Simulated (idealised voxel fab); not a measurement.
Process module in this document: voxel released beams
Shown is cross-section cut, with a width of 175 nm and square cells of size 5 nm.
We lay out every cross-section as a grid of square cells and spell it out in bands from the top down, where one band means one or more rows of cells. It is stipulated that each band's entry specify, in nanometres, the height of the top of the band and then that of its bottom, followed by the materials of the band in left-to-right sequence, each together with its width in nanometres. A single material marked by the word "edge to edge" is understood to fill the band from edge to edge; the word "air" is understood to denote empty space. Heights are reckoned from 0. Under this level, the received wafer is all of one material. The bottommost band is open-ended downward, for example "top 0, no bottom". Think of "30->40" as a width that walks from the first number to the second as you go down the band, top row to bottom row, taking equal-sized steps from row to row. "identical to before", as given for a step, is the statement that not any cell of the cross-section underwent a change during that step. "Cavities, closed" contains a list of empty spaces, each no smaller than 8 cells and without an open way to the top, written in the form width x height at distance with the distance from the left edge and all three in nm. Where a step's line continues beyond its settings, the continuation is a remark by the simulator itself on that step. The optional step-line setting "overlay nm" applies to steps with a mask and quantifies how far to the right of its planned location the mask lay, a negative value indicating leftward placement.
The steps planned for the process are as follows
1) RECEIVE | material Si
2) CONFORMAL_DEP | material SiN | thk nm 10
3) DIRECTIONAL_DEP | material SiO2 | thk nm 15
4) PATTERN | tone open | mask id ANCHOR | material resist | width nm 45 | thk nm 20 | overlay nm 0
5) DIRECTIONAL_ETCH | etch materials SiO2 | depth nm 15
6) STRIP | etch materials resist
7) CONFORMAL_DEP | material W | thk nm 15
8) MASKED_ETCH | tone cover | mask id BEAM | width nm 110 | etch materials W | depth nm 15 | overlay nm 0
9) STRIP | etch materials SiO2
Incoming wafer in cross-section (state: after step 1)
- top 0, no bottom: Si edge to edge
- Cavities, closed: none
Cross-sectional result after module completion. Note: starting condition and plan are unchanged from above; one processing mistake was made
- top 40, bottom 25: air (30), W (110), air (35)
- top 25, bottom 15: SiN edge to edge
- top 15, bottom 0: SiO2 edge to edge
- top 0, no bottom: Si edge to edge
- Cavities, closed: none
what went wrong: steps 2 and 3 of the plan were run in the wrong order, each in the other's place
